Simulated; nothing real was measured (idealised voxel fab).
Process module heading - voxel wiring stack
The cross-section shown here is cut; it is 275 nm wide and divided into square cells measuring 5 nm on a side.
The cross-sections in this document take the form of a grid made of square cells. They are written out as bands, in order from top to bottom. Each band consists of one or more rows of cells. Band entry format. Leading values: height of top, height of bottom, nm. Remainder: materials in left-to-right order, each with its width in nm. Special words: "everywhere" on a single material, which then fills the band edge to edge; "blank", empty space. Ref level 0: as-received wafer is one material below here. Bottom band extends down with no lower bound ("from 0 down"). A width given as "30->40" starts at the first number in the band's top row and ends at the second number in its bottom row, shifting by an equal amount at every step from row to row. For the purposes of this document, the phrase "no modifications" attached to a step denotes that no cell within the cross-section was modified by that step. You'll see "Enclosed void inventory" listing empty spaces that have no way open to the top, as long as they're 8 cells or more; the notation is width x height at distance, where the distance is from the left edge, and all of it is in nm. Read whatever lies past the settings on a step's line as the simulator's own remark about the step. The "overlay nm" setting may appear on a step's line; for a step that uses a mask, it gives how far to the right of its planned position the mask lay, and a negative value indicates the left.
### Below is the list of planned process steps
1,RECEIVE with material Si
2,CONFORMAL_DEP with material SiO2, thk nm 10
3,DIRECTIONAL_DEP with material TiN, thk nm 5
4,DIRECTIONAL_DEP with material W, thk nm 15
5,DIRECTIONAL_DEP with material aC, thk nm 15
6,PATTERN with tone cover, mask id METAL_1, material resist, width nm 30, pitch nm 55, thk nm 30, overlay nm 0
7,DIRECTIONAL_ETCH with etch materials aC, depth nm 15
8,STRIP with etch materials resist
9,DIRECTIONAL_ETCH with etch materials W, depth nm 15
10,DIRECTIONAL_ETCH with etch materials TiN, depth nm 5
11,STRIP with etch materials aC
12,CONFORMAL_DEP with material SiCN, thk nm 5
13,FILL_DEP with material SiO2, thk nm 10
14,CMP with height nm 30
15,CONFORMAL_DEP with material SiCN, thk nm 5
16,DIRECTIONAL_DEP with material SiO2, thk nm 20
17,PATTERN with tone open, mask id PLUG_1, material resist, width nm 15, pitch nm 55, thk nm 20, overlay nm 0
18,DIRECTIONAL_ETCH with etch materials SiO2, depth nm 20
19,DIRECTIONAL_ETCH with etch materials SiCN, depth nm 5
20,STRIP with etch materials resist
21,EPI with material Ru, thk nm 10
22,EPI with material Ru, thk nm 10
23,EPI with material Ru, thk nm 5
24,DIRECTIONAL_DEP with material TiN, thk nm 5
25,DIRECTIONAL_DEP with material Ru, thk nm 25
26,DIRECTIONAL_DEP with material aC, thk nm 15
27,PATTERN with tone cover, mask id METAL_2, material resist, width nm 30, pitch nm 55, thk nm 35, overlay nm 0
28,DIRECTIONAL_ETCH with etch materials aC, depth nm 15
29,STRIP with etch materials resist
30,DIRECTIONAL_ETCH with etch materials Ru, depth nm 25
31,DIRECTIONAL_ETCH with etch materials TiN, depth nm 5
32,STRIP with etch materials aC
33,FILL_DEP with material lowk, thk nm 5
34,CMP with height nm 85
35,CONFORMAL_DEP with material SiCN, thk nm 5
36,DIRECTIONAL_DEP with material lowk, thk nm 20
37,PATTERN with tone open, mask id PLUG_2, material resist, width nm 15, pitch nm 110, thk nm 20, overlay nm 0
38,DIRECTIONAL_ETCH with etch materials lowk, depth nm 20
39,DIRECTIONAL_ETCH with etch materials SiCN, depth nm 5
40,STRIP with etch materials resist
41,CONFORMAL_DEP with material TiN, thk nm 5
42,FILL_DEP with material Ru, thk nm 10
43,CMP with height nm 110
44,DIRECTIONAL_DEP with material TiN, thk nm 5
45,DIRECTIONAL_DEP with material Ru, thk nm 15
46,PATTERN with tone cover, mask id METAL_3, material resist, width nm 30, pitch nm 55, thk nm 20, overlay nm 0
47,DIRECTIONAL_ETCH with etch materials Ru, depth nm 15
48,DIRECTIONAL_ETCH with etch materials TiN, depth nm 5
49,STRIP with etch materials resist
50,CONFORMAL_DEP with material SiN, thk nm 5
51,FILL_DEP with material lowk, thk nm 10
52,CMP with height nm 130
53,CONFORMAL_DEP with material SiCN, thk nm 5
54,DIRECTIONAL_DEP with material SiO2, thk nm 30
55,MASKED_ETCH with tone open, mask id METAL_4, width nm 30, pitch nm 55, etch materials SiO2, depth nm 20, overlay nm 0
56,MASKED_ETCH with tone open, mask id METAL_4_HOLES, width nm 15, pitch nm 55, etch materials SiO2, depth nm 10, overlay nm 0
57,MASKED_ETCH with tone open, mask id METAL_4_HOLES, width nm 15, pitch nm 55, etch materials SiCN, depth nm 5, overlay nm 0
58,CONFORMAL_DEP with material TiN, thk nm 5
59,FILL_DEP with material Cu, thk nm 5
60,CMP with height nm 165
61,CONFORMAL_DEP with material SiCN, thk nm 5
### Incoming wafer, cross-sectional view, post step 1
    from 0 down: Si everywhere
    Enclosed void inventory: none
### Post-module cross-section of the first of two wafers (run per plan)
    from 170 to 165: SiCN everywhere
    from 165 to 150: 65 SiO2 / 5 TiN / 20 Cu / 5 TiN / 25 SiO2 / 5 TiN / 20 Cu / 5 TiN / 25 SiO2 / 5 TiN / 20 Cu / 5 TiN / 70 SiO2
    from 150 to 145: 65 SiO2 / 5 TiN / 5 Cu / 20 TiN / 25 SiO2 / 5 TiN / 5 Cu / 20 TiN / 25 SiO2 / 5 TiN / 5 Cu / 20 TiN / 70 SiO2
    from 145 to 135: 65 SiO2 / 5 TiN / 5 Cu / 5 TiN / 40 SiO2 / 5 TiN / 5 Cu / 5 TiN / 40 SiO2 / 5 TiN / 5 Cu / 5 TiN / 85 SiO2
    from 135 to 130: 65 SiCN / 15 TiN / 40 SiCN / 15 TiN / 40 SiCN / 15 TiN / 85 SiCN
    from 130 to 115: 60 lowk / 5 SiN / 30 Ru / 5 SiN / 15 lowk / 5 SiN / 30 Ru / 5 SiN / 15 lowk / 5 SiN / 30 Ru / 5 SiN / 65 lowk
    from 115 to 110: 65 SiN / 30 TiN / 25 SiN / 30 TiN / 25 SiN / 30 TiN / 70 SiN
    from 110 to 90: 65 lowk / 5 TiN / 5 Ru / 5 TiN / 95 lowk / 5 TiN / 5 Ru / 5 TiN / 85 lowk
    from 90 to 85: 65 SiCN / 15 TiN / 95 SiCN / 15 TiN / 85 SiCN
    from 85 to 60: 65 lowk / 30 Ru / 25 lowk / 30 Ru / 25 lowk / 30 Ru / 70 lowk
    from 60 to 55: 65 lowk / 30 TiN / 25 lowk / 30 TiN / 25 lowk / 30 TiN / 70 lowk
    from 55 to 35: 65 SiO2 / 15 Ru / 40 SiO2 / 15 Ru / 40 SiO2 / 15 Ru / 85 SiO2
    from 35 to 30: 65 SiCN / 15 Ru / 40 SiCN / 15 Ru / 40 SiCN / 15 Ru / 85 SiCN
    from 30 to 15: 60 SiO2 / 5 SiCN / 30 W / 5 SiCN / 15 SiO2 / 5 SiCN / 30 W / 5 SiCN / 15 SiO2 / 5 SiCN / 30 W / 5 SiCN / 65 SiO2
    from 15 to 10: 65 SiCN / 30 TiN / 25 SiCN / 30 TiN / 25 SiCN / 30 TiN / 70 SiCN
    from 10 to 0: SiO2 everywhere
    from 0 down: Si everywhere
    Enclosed void inventory: none
### second wafer at the end: like start, like plan, one mistake
    from 170 to 165: SiCN everywhere
    from 165 to 150: 65 SiO2 / 5 TiN / 20 Cu / 5 TiN / 25 SiO2 / 5 TiN / 20 Cu / 5 TiN / 25 SiO2 / 5 TiN / 20 Cu / 5 TiN / 70 SiO2
    from 150 to 145: 65 SiO2 / 5 TiN / 5 Cu / 20 TiN / 25 SiO2 / 5 TiN / 5 Cu / 20 TiN / 25 SiO2 / 5 TiN / 5 Cu / 20 TiN / 70 SiO2
    from 145 to 135: 65 SiO2 / 5 TiN / 5 Cu / 5 TiN / 40 SiO2 / 5 TiN / 5 Cu / 5 TiN / 40 SiO2 / 5 TiN / 5 Cu / 5 TiN / 85 SiO2
    from 135 to 130: 65 SiCN / 15 TiN / 40 SiCN / 15 TiN / 40 SiCN / 15 TiN / 85 SiCN
    from 130 to 115: 60 lowk / 5 SiN / 30 Ru / 5 SiN / 15 lowk / 5 SiN / 30 Ru / 5 SiN / 15 lowk / 5 SiN / 30 Ru / 5 SiN / 65 lowk
    from 115 to 110: 65 SiN / 30 TiN / 25 SiN / 30 TiN / 25 SiN / 30 TiN / 70 SiN
    from 110 to 90: 65 lowk / 5 TiN / 5 Ru / 5 TiN / 95 lowk / 5 TiN / 5 Ru / 5 TiN / 85 lowk
    from 90 to 85: 65 SiCN / 15 TiN / 95 SiCN / 15 TiN / 85 SiCN
    from 85 to 60: 65 lowk / 30 Ru / 25 lowk / 30 Ru / 25 lowk / 30 Ru / 70 lowk
    from 60 to 55: Cu everywhere
    from 55 to 35: 65 SiO2 / 15 Ru / 40 SiO2 / 15 Ru / 40 SiO2 / 15 Ru / 85 SiO2
    from 35 to 30: 65 SiCN / 15 Ru / 40 SiCN / 15 Ru / 40 SiCN / 15 Ru / 85 SiCN
    from 30 to 15: 60 SiO2 / 5 SiCN / 30 W / 5 SiCN / 15 SiO2 / 5 SiCN / 30 W / 5 SiCN / 15 SiO2 / 5 SiCN / 30 W / 5 SiCN / 65 SiO2
    from 15 to 10: 65 SiCN / 30 TiN / 25 SiCN / 30 TiN / 25 SiCN / 30 TiN / 70 SiCN
    from 10 to 0: SiO2 everywhere
    from 0 down: Si everywhere
    Enclosed void inventory: none
It is concluded that the wafer was processed incorrectly with respect to the plan, in that step 24 ran differently from the plan; actual operation with settings: DIRECTIONAL_DEP with material Cu, thk nm 5
Wafer comparison, final, in cells, second relative to first, materials more or fewer: 55 more of Cu; 18 fewer of TiN; 37 fewer of lowk
